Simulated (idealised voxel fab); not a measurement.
Process module, titled voxel capacitor over wiring
Cross-sectional view cut (width: 185 nm; square cell size: 5 nm).
Cross-section format: a grid of square cells, given as bands from top to bottom; each band is one or more rows of cells.
First you get the band's top height and its bottom height, in nm, and then the materials it's made of, left to right, with each width in nm. If you see a single material with "throughout", that one covers the band edge to edge. "empty" is empty space.
Ref level 0: as-received wafer is one material below here. Bottom band extends down with no lower bound ("top 0, no bottom").
Width "30->40": first value at the band's top row of cells, second value at its bottom row, equal change from row to row.
Given "same as before" for a step, no cell of the cross-section differs between before and after that step.
Look at "Enclosed void listing" for the closed voids: empty spaces with no open path to the top, sized 8 cells or up. Each is width x height at distance, distance from the left edge, all nm.
Where a step's line continues beyond its settings, the continuation is a remark by the simulator itself on that step.
Among the settings permitted on a step's line is "overlay nm"; applied to a step with a mask, it specifies the extent to which the mask lay to the right of its planned position, whereas a negative figure signifies a position to the left.
## Below is the list of planned process steps
- 1: RECEIVE: material Si
- 2: CONFORMAL_DEP: material SiO2, thk nm 15
- 3: DIRECTIONAL_DEP: material TiN, thk nm 5
- 4: DIRECTIONAL_DEP: material Ru, thk nm 15
- 5: MASKED_ETCH: tone cover, mask id METAL_1, width nm 30, pitch nm 100, etch materials Ru, depth nm 15, overlay nm 0
- 6: MASKED_ETCH: tone cover, mask id METAL_1, width nm 30, pitch nm 100, etch materials TiN, depth nm 5, overlay nm 0
- 7: FILL_DEP: material SiO2, thk nm 5
- 8: CMP: height nm 35
- 9: CONFORMAL_DEP: material SiCN, thk nm 5
- 10: DIRECTIONAL_DEP: material lowk, thk nm 15
- 11: DIRECTIONAL_DEP: material aC, thk nm 15
- 12: PATTERN: tone open, mask id PLUG_1, material resist, width nm 15, thk nm 35, overlay nm 0
- 13: DIRECTIONAL_ETCH: etch materials aC, depth nm 15
- 14: STRIP: etch materials resist
- 15: DIRECTIONAL_ETCH: etch materials lowk, depth nm 15
- 16: DIRECTIONAL_ETCH: etch materials SiCN, depth nm 5
- 17: STRIP: etch materials aC
- 18: CONFORMAL_DEP: material TiN, thk nm 5
- 19: FILL_DEP: material Cu, thk nm 5
- 20: CMP: height nm 55
- 21: DIRECTIONAL_DEP: material TiN, thk nm 10
- 22: DIRECTIONAL_DEP: material HfO2, thk nm 5
- 23: DIRECTIONAL_DEP: material TiN, thk nm 5
- 24: DIRECTIONAL_DEP: material aC, thk nm 10
- 25: PATTERN: tone cover, mask id UPPER_PLATE, material resist, width nm 75, thk nm 30, overlay nm 0
- 26: DIRECTIONAL_ETCH: etch materials aC, depth nm 10
- 27: STRIP: etch materials resist
- 28: DIRECTIONAL_ETCH: etch materials TiN, depth nm 5
- 29: DIRECTIONAL_ETCH: etch materials HfO2, depth nm 5
- 30: STRIP: etch materials aC
- 31: DIRECTIONAL_DEP: material aC, thk nm 15
- 32: PATTERN: tone cover, mask id LOWER_PLATE, material resist, width nm 85, thk nm 30, overlay nm 0
- 33: DIRECTIONAL_ETCH: etch materials aC, depth nm 15
- 34: STRIP: etch materials resist
- 35: DIRECTIONAL_ETCH: etch materials TiN, depth nm 10
- 36: STRIP: etch materials aC
- 37: FILL_DEP: material SiO2, thk nm 20
- 38: CMP: height nm 90
- 39: MASKED_ETCH: tone open, mask id PLUG_2, width nm 15, etch materials SiO2, depth nm 15, overlay nm 0
- 40: CONFORMAL_DEP: material TiN, thk nm 5
- 41: FILL_DEP: material Ru, thk nm 5
- 42: CMP: height nm 90
- 43: CONFORMAL_DEP: material SiCN, thk nm 5
## Of two wafers, the first: run according to plan
## Cross-sectional view of the wafer in its as-received condition, corresponding to the state after step 1
- top 0, no bottom = Si throughout
- Enclosed void listing: none
## Wafer after step 2 (cross-section)
- top 15, bottom 0 = SiO2 throughout
- below 0: unchanged
## Wafer after step 3 (cross-section)
- top 20, bottom 15 = TiN throughout
- below 15: unchanged
## Wafer after step 4 (cross-section)
- top 35, bottom 20 = Ru throughout
- below 20: unchanged
## Wafer after step 5 (cross-section)
- top 35, bottom 20 = 25 of empty / 30 of Ru / 70 of empty / 30 of Ru / 30 of empty
- below 20: unchanged
## Wafer after step 6 (cross-section)
- top 35, bottom 20 = 25 of empty / 30 of Ru / 70 of empty / 30 of Ru / 30 of empty
- top 20, bottom 15 = 25 of empty / 30 of TiN / 70 of empty / 30 of TiN / 30 of empty
- below 15: unchanged
## Wafer after step 7 (cross-section)
- top 40, bottom 35 = SiO2 throughout
- top 35, bottom 20 = 25 of SiO2 / 30 of Ru / 70 of SiO2 / 30 of Ru / 30 of SiO2
- top 20, bottom 15 = 25 of SiO2 / 30 of TiN / 70 of SiO2 / 30 of TiN / 30 of SiO2
- below 15: unchanged
## Wafer after step 8 (cross-section)
- top 35, bottom 20 = 25 of SiO2 / 30 of Ru / 70 of SiO2 / 30 of Ru / 30 of SiO2
- below 20: unchanged
## Wafer after step 9 (cross-section)
- top 40, bottom 35 = SiCN throughout
- below 35: unchanged
## Wafer after step 10 (cross-section)
- top 55, bottom 40 = lowk throughout
- below 40: unchanged
## Wafer after step 11 (cross-section)
- top 70, bottom 55 = aC throughout
- below 55: unchanged
## Wafer after step 12 (cross-section)
- top 105, bottom 70 = 40 of resist / 15 of empty / 130 of resist
- below 70: unchanged
## Wafer after step 13 (cross-section)
- top 90, bottom 70 = 40 of resist / 15 of empty / 130 of resist
- top 70, bottom 55 = 40 of aC / 15 of empty / 130 of aC
- below 55: unchanged
## Wafer after step 14 (cross-section)
- top 70, bottom 55 = 40 of aC / 15 of empty / 130 of aC
- below 55: unchanged
## Wafer after step 15 (cross-section)
- top 70, bottom 55 = 40 of aC / 15 of empty / 130 of aC
- top 55, bottom 40 = 40 of lowk / 15 of empty / 130 of lowk
- below 40: unchanged
## Wafer after step 16 (cross-section)
- top 70, bottom 55 = 40 of aC / 15 of empty / 130 of aC
- top 55, bottom 40 = 40 of lowk / 15 of empty / 130 of lowk
- top 40, bottom 35 = 40 of SiCN / 15 of empty / 130 of SiCN
- below 35: unchanged
## Wafer after step 17 (cross-section)
- top 55, bottom 40 = 40 of lowk / 15 of empty / 130 of lowk
- below 40: unchanged
## Wafer after step 18 (cross-section)
- top 60, bottom 55 = 45 of TiN / 5 of empty / 135 of TiN
- top 55, bottom 40 = 40 of lowk / 5 of TiN / 5 of empty / 5 of TiN / 130 of lowk
- top 40, bottom 35 = 40 of SiCN / 15 of TiN / 130 of SiCN
- below 35: unchanged
## Wafer after step 19 (cross-section)
- top 65, bottom 60 = Cu throughout
- top 60, bottom 55 = 45 of TiN / 5 of Cu / 135 of TiN
- top 55, bottom 40 = 40 of lowk / 5 of TiN / 5 of Cu / 5 of TiN / 130 of lowk
- below 40: unchanged
## Wafer after step 20 (cross-section)
- top 55, bottom 40 = 40 of lowk / 5 of TiN / 5 of Cu / 5 of TiN / 130 of lowk
- below 40: unchanged
## Wafer after step 21 (cross-section)
- top 65, bottom 55 = TiN throughout
- below 55: unchanged
## Wafer after step 22 (cross-section)
- top 70, bottom 65 = HfO2 throughout
- below 65: unchanged
## Wafer after step 23 (cross-section)
- top 75, bottom 70 = TiN throughout
- below 70: unchanged
## Wafer after step 24 (cross-section)
- top 85, bottom 75 = aC throughout
- below 75: unchanged
## Wafer after step 25 (cross-section)
- top 115, bottom 85 = 40 of empty / 75 of resist / 70 of empty
- below 85: unchanged
## Wafer after step 26 (cross-section)
- top 105, bottom 85 = 40 of empty / 75 of resist / 70 of empty
- top 85, bottom 75 = 40 of empty / 75 of aC / 70 of empty
- below 75: unchanged
## Wafer after step 27 (cross-section)
- top 85, bottom 75 = 40 of empty / 75 of aC / 70 of empty
- below 75: unchanged
## Wafer after step 28 (cross-section)
- top 85, bottom 75 = 40 of empty / 75 of aC / 70 of empty
- top 75, bottom 70 = 40 of empty / 75 of TiN / 70 of empty
- below 70: unchanged
## Wafer after step 29 (cross-section)
- top 85, bottom 75 = 40 of empty / 75 of aC / 70 of empty
- top 75, bottom 70 = 40 of empty / 75 of TiN / 70 of empty
- top 70, bottom 65 = 40 of empty / 75 of HfO2 / 70 of empty
- below 65: unchanged
## Wafer after step 30 (cross-section)
- top 75, bottom 70 = 40 of empty / 75 of TiN / 70 of empty
- below 70: unchanged
## Wafer after step 31 (cross-section)
- top 90, bottom 80 = 40 of empty / 75 of aC / 70 of empty
- top 80, bottom 75 = aC throughout
- top 75, bottom 70 = 40 of aC / 75 of TiN / 70 of aC
- top 70, bottom 65 = 40 of aC / 75 of HfO2 / 70 of aC
- below 65: unchanged
## Wafer after step 32 (cross-section)
- top 120, bottom 90 = 35 of empty / 85 of resist / 65 of empty
- top 90, bottom 80 = 35 of empty / 5 of resist / 75 of aC / 5 of resist / 65 of empty
- below 80: unchanged
## Wafer after step 33 (cross-section)
- top 105, bottom 90 = 35 of empty / 85 of resist / 65 of empty
- top 90, bottom 80 = 35 of empty / 5 of resist / 75 of aC / 5 of resist / 65 of empty
- top 80, bottom 75 = 35 of empty / 85 of aC / 65 of empty
- top 75, bottom 70 = 35 of empty / 5 of aC / 75 of TiN / 5 of aC / 65 of empty
- top 70, bottom 65 = 35 of empty / 5 of aC / 75 of HfO2 / 5 of aC / 65 of empty
- below 65: unchanged
## Wafer after step 34 (cross-section)
- top 90, bottom 80 = 40 of empty / 75 of aC / 70 of empty
- below 80: unchanged
## Wafer after step 35 (cross-section)
- top 90, bottom 80 = 40 of empty / 75 of aC / 70 of empty
- top 80, bottom 75 = 35 of empty / 85 of aC / 65 of empty
- top 75, bottom 70 = 35 of empty / 5 of aC / 75 of TiN / 5 of aC / 65 of empty
- top 70, bottom 65 = 35 of empty / 5 of aC / 75 of HfO2 / 5 of aC / 65 of empty
- top 65, bottom 55 = 35 of empty / 85 of TiN / 65 of empty
- below 55: unchanged
## Wafer after step 36 (cross-section)
- top 75, bottom 70 = 40 of empty / 75 of TiN / 70 of empty
- top 70, bottom 65 = 40 of empty / 75 of HfO2 / 70 of empty
- below 65: unchanged
## Wafer after step 37 (cross-section)
- top 95, bottom 75 = SiO2 throughout
- top 75, bottom 70 = 40 of SiO2 / 75 of TiN / 70 of SiO2
- top 70, bottom 65 = 40 of SiO2 / 75 of HfO2 / 70 of SiO2
- top 65, bottom 55 = 35 of SiO2 / 85 of TiN / 65 of SiO2
- below 55: unchanged
## Wafer after step 38 (cross-section)
- top 90, bottom 75 = SiO2 throughout
- below 75: unchanged
## Wafer after step 39 (cross-section)
- top 90, bottom 75 = 50 of SiO2 / 15 of empty / 120 of SiO2
- below 75: unchanged
## Wafer after step 40 (cross-section)
- top 95, bottom 90 = 55 of TiN / 5 of empty / 125 of TiN
- top 90, bottom 80 = 50 of SiO2 / 5 of TiN / 5 of empty / 5 of TiN / 120 of SiO2
- top 80, bottom 70 = 50->40 of SiO2 / 15->75 of TiN / 120->70 of SiO2
- below 70: unchanged
## Wafer after step 41 (cross-section)
- top 100, bottom 95 = Ru throughout
- top 95, bottom 90 = 55 of TiN / 5 of Ru / 125 of TiN
- top 90, bottom 80 = 50 of SiO2 / 5 of TiN / 5 of Ru / 5 of TiN / 120 of SiO2
- below 80: unchanged
## Wafer after step 42 (cross-section)
- top 90, bottom 80 = 50 of SiO2 / 5 of TiN / 5 of Ru / 5 of TiN / 120 of SiO2
- below 80: unchanged
## Wafer after step 43 (cross-section)
- top 95, bottom 90 = SiCN throughout
- below 90: unchanged
## Regarding the second of the two wafers: it shared the first wafer's starting condition and process plan, yet one error occurred during its execution. Its history coincides with that of the first wafer up to and including step 4
## What the second wafer looks like in cross-section when step 5 should have wrapped up
- top 35, bottom 20 = 30 of empty / 30 of Ru / 70 of empty / 30 of Ru / 25 of empty
- below 20: unchanged
## What the second wafer looks like in cross-section when step 6 should have wrapped up
- top 35, bottom 20 = 30 of empty / 30 of Ru / 70 of empty / 30 of Ru / 25 of empty
- top 20, bottom 15 = 25 of empty / 35 of TiN / 65 of empty / 35 of TiN / 25 of empty
- below 15: unchanged
## What the second wafer looks like in cross-section when step 7 should have wrapped up
- top 40, bottom 35 = SiO2 throughout
- top 35, bottom 20 = 30 of SiO2 / 30 of Ru / 70 of SiO2 / 30 of Ru / 25 of SiO2
- top 20, bottom 15 = 25 of SiO2 / 35 of TiN / 65 of SiO2 / 35 of TiN / 25 of SiO2
- below 15: unchanged
## What the second wafer looks like in cross-section when step 8 should have wrapped up
- top 35, bottom 20 = 30 of SiO2 / 30 of Ru / 70 of SiO2 / 30 of Ru / 25 of SiO2
- below 20: unchanged
## What the second wafer looks like in cross-section when step 9 should have wrapped up
- top 40, bottom 35 = SiCN throughout
- below 35: unchanged
## What the second wafer looks like in cross-section when step 10 should have wrapped up
- top 55, bottom 40 = lowk throughout
- below 40: unchanged
## What the second wafer looks like in cross-section when step 11 should have wrapped up
- top 70, bottom 55 = aC throughout
- below 55: unchanged
## What the second wafer looks like in cross-section when step 12 should have wrapped up
- top 105, bottom 70 = 40 of resist / 15 of empty / 130 of resist
- below 70: unchanged
## What the second wafer looks like in cross-section when step 13 should have wrapped up
- top 90, bottom 70 = 40 of resist / 15 of empty / 130 of resist
- top 70, bottom 55 = 40 of aC / 15 of empty / 130 of aC
- below 55: unchanged
## What the second wafer looks like in cross-section when step 14 should have wrapped up
- top 70, bottom 55 = 40 of aC / 15 of empty / 130 of aC
- below 55: unchanged
## What the second wafer looks like in cross-section when step 15 should have wrapped up
- top 70, bottom 55 = 40 of aC / 15 of empty / 130 of aC
- top 55, bottom 40 = 40 of lowk / 15 of empty / 130 of lowk
- below 40: unchanged
## What the second wafer looks like in cross-section when step 16 should have wrapped up
- top 70, bottom 55 = 40 of aC / 15 of empty / 130 of aC
- top 55, bottom 40 = 40 of lowk / 15 of empty / 130 of lowk
- top 40, bottom 35 = 40 of SiCN / 15 of empty / 130 of SiCN
- below 35: unchanged
## What the second wafer looks like in cross-section when step 17 should have wrapped up
- top 55, bottom 40 = 40 of lowk / 15 of empty / 130 of lowk
- below 40: unchanged
## What the second wafer looks like in cross-section when step 18 should have wrapped up
- top 60, bottom 55 = 45 of TiN / 5 of empty / 135 of TiN
- top 55, bottom 40 = 40 of lowk / 5 of TiN / 5 of empty / 5 of TiN / 130 of lowk
- top 40, bottom 35 = 40 of SiCN / 15 of TiN / 130 of SiCN
- below 35: unchanged
## What the second wafer looks like in cross-section when step 19 should have wrapped up
- top 65, bottom 60 = Cu throughout
- top 60, bottom 55 = 45 of TiN / 5 of Cu / 135 of TiN
- top 55, bottom 40 = 40 of lowk / 5 of TiN / 5 of Cu / 5 of TiN / 130 of lowk
- below 40: unchanged
## What the second wafer looks like in cross-section when step 20 should have wrapped up
- top 55, bottom 40 = 40 of lowk / 5 of TiN / 5 of Cu / 5 of TiN / 130 of lowk
- below 40: unchanged
## What the second wafer looks like in cross-section when step 21 should have wrapped up
- top 65, bottom 55 = TiN throughout
- below 55: unchanged
## What the second wafer looks like in cross-section when step 22 should have wrapped up
- top 70, bottom 65 = HfO2 throughout
- below 65: unchanged
## What the second wafer looks like in cross-section when step 23 should have wrapped up
- top 75, bottom 70 = TiN throughout
- below 70: unchanged
## What the second wafer looks like in cross-section when step 24 should have wrapped up
- top 85, bottom 75 = aC throughout
- below 75: unchanged
## What the second wafer looks like in cross-section when step 25 should have wrapped up
- top 115, bottom 85 = 40 of empty / 75 of resist / 70 of empty
- below 85: unchanged
## What the second wafer looks like in cross-section when step 26 should have wrapped up
- top 105, bottom 85 = 40 of empty / 75 of resist / 70 of empty
- top 85, bottom 75 = 40 of empty / 75 of aC / 70 of empty
- below 75: unchanged
## What the second wafer looks like in cross-section when step 27 should have wrapped up
- top 85, bottom 75 = 40 of empty / 75 of aC / 70 of empty
- below 75: unchanged
## What the second wafer looks like in cross-section when step 28 should have wrapped up
- top 85, bottom 75 = 40 of empty / 75 of aC / 70 of empty
- top 75, bottom 70 = 40 of empty / 75 of TiN / 70 of empty
- below 70: unchanged
## What the second wafer looks like in cross-section when step 29 should have wrapped up
- top 85, bottom 75 = 40 of empty / 75 of aC / 70 of empty
- top 75, bottom 70 = 40 of empty / 75 of TiN / 70 of empty
- top 70, bottom 65 = 40 of empty / 75 of HfO2 / 70 of empty
- below 65: unchanged
## What the second wafer looks like in cross-section when step 30 should have wrapped up
- top 75, bottom 70 = 40 of empty / 75 of TiN / 70 of empty
- below 70: unchanged
## What the second wafer looks like in cross-section when step 31 should have wrapped up
- top 90, bottom 80 = 40 of empty / 75 of aC / 70 of empty
- top 80, bottom 75 = aC throughout
- top 75, bottom 70 = 40 of aC / 75 of TiN / 70 of aC
- top 70, bottom 65 = 40 of aC / 75 of HfO2 / 70 of aC
- below 65: unchanged
## What the second wafer looks like in cross-section when step 32 should have wrapped up
- top 120, bottom 90 = 35 of empty / 85 of resist / 65 of empty
- top 90, bottom 80 = 35 of empty / 5 of resist / 75 of aC / 5 of resist / 65 of empty
- below 80: unchanged
## What the second wafer looks like in cross-section when step 33 should have wrapped up
- top 105, bottom 90 = 35 of empty / 85 of resist / 65 of empty
- top 90, bottom 80 = 35 of empty / 5 of resist / 75 of aC / 5 of resist / 65 of empty
- top 80, bottom 75 = 35 of empty / 85 of aC / 65 of empty
- top 75, bottom 70 = 35 of empty / 5 of aC / 75 of TiN / 5 of aC / 65 of empty
- top 70, bottom 65 = 35 of empty / 5 of aC / 75 of HfO2 / 5 of aC / 65 of empty
- below 65: unchanged
## What the second wafer looks like in cross-section when step 34 should have wrapped up
- top 90, bottom 80 = 40 of empty / 75 of aC / 70 of empty
- below 80: unchanged
## What the second wafer looks like in cross-section when step 35 should have wrapped up
- top 90, bottom 80 = 40 of empty / 75 of aC / 70 of empty
- top 80, bottom 75 = 35 of empty / 85 of aC / 65 of empty
- top 75, bottom 70 = 35 of empty / 5 of aC / 75 of TiN / 5 of aC / 65 of empty
- top 70, bottom 65 = 35 of empty / 5 of aC / 75 of HfO2 / 5 of aC / 65 of empty
- top 65, bottom 55 = 35 of empty / 85 of TiN / 65 of empty
- below 55: unchanged
## What the second wafer looks like in cross-section when step 36 should have wrapped up
- top 75, bottom 70 = 40 of empty / 75 of TiN / 70 of empty
- top 70, bottom 65 = 40 of empty / 75 of HfO2 / 70 of empty
- below 65: unchanged
## What the second wafer looks like in cross-section when step 37 should have wrapped up
- top 95, bottom 75 = SiO2 throughout
- top 75, bottom 70 = 40 of SiO2 / 75 of TiN / 70 of SiO2
- top 70, bottom 65 = 40 of SiO2 / 75 of HfO2 / 70 of SiO2
- top 65, bottom 55 = 35 of SiO2 / 85 of TiN / 65 of SiO2
- below 55: unchanged
## What the second wafer looks like in cross-section when step 38 should have wrapped up
- top 90, bottom 75 = SiO2 throughout
- below 75: unchanged
## What the second wafer looks like in cross-section when step 39 should have wrapped up
- top 90, bottom 75 = 50 of SiO2 / 15 of empty / 120 of SiO2
- below 75: unchanged
## What the second wafer looks like in cross-section when step 40 should have wrapped up
- top 95, bottom 90 = 55 of TiN / 5 of empty / 125 of TiN
- top 90, bottom 80 = 50 of SiO2 / 5 of TiN / 5 of empty / 5 of TiN / 120 of SiO2
- top 80, bottom 70 = 50->40 of SiO2 / 15->75 of TiN / 120->70 of SiO2
- below 70: unchanged
## What the second wafer looks like in cross-section when step 41 should have wrapped up
- top 100, bottom 95 = Ru throughout
- top 95, bottom 90 = 55 of TiN / 5 of Ru / 125 of TiN
- top 90, bottom 80 = 50 of SiO2 / 5 of TiN / 5 of Ru / 5 of TiN / 120 of SiO2
- below 80: unchanged
## What the second wafer looks like in cross-section when step 42 should have wrapped up
- top 90, bottom 80 = 50 of SiO2 / 5 of TiN / 5 of Ru / 5 of TiN / 120 of SiO2
- below 80: unchanged
## What the second wafer looks like in cross-section when step 43 should have wrapped up
- top 95, bottom 90 = SiCN throughout
- below 90: unchanged
Run error: step 5 was processed under conditions differing from the plan, specifically as MASKED_ETCH: tone cover, mask id METAL_1, width nm 30, pitch nm 100, etch materials Ru, depth nm 15, overlay nm 5
Once processing is complete, comparing cell counts shows that the second wafer has more or fewer of certain materials than the first: SiO2 -2 | TiN +2
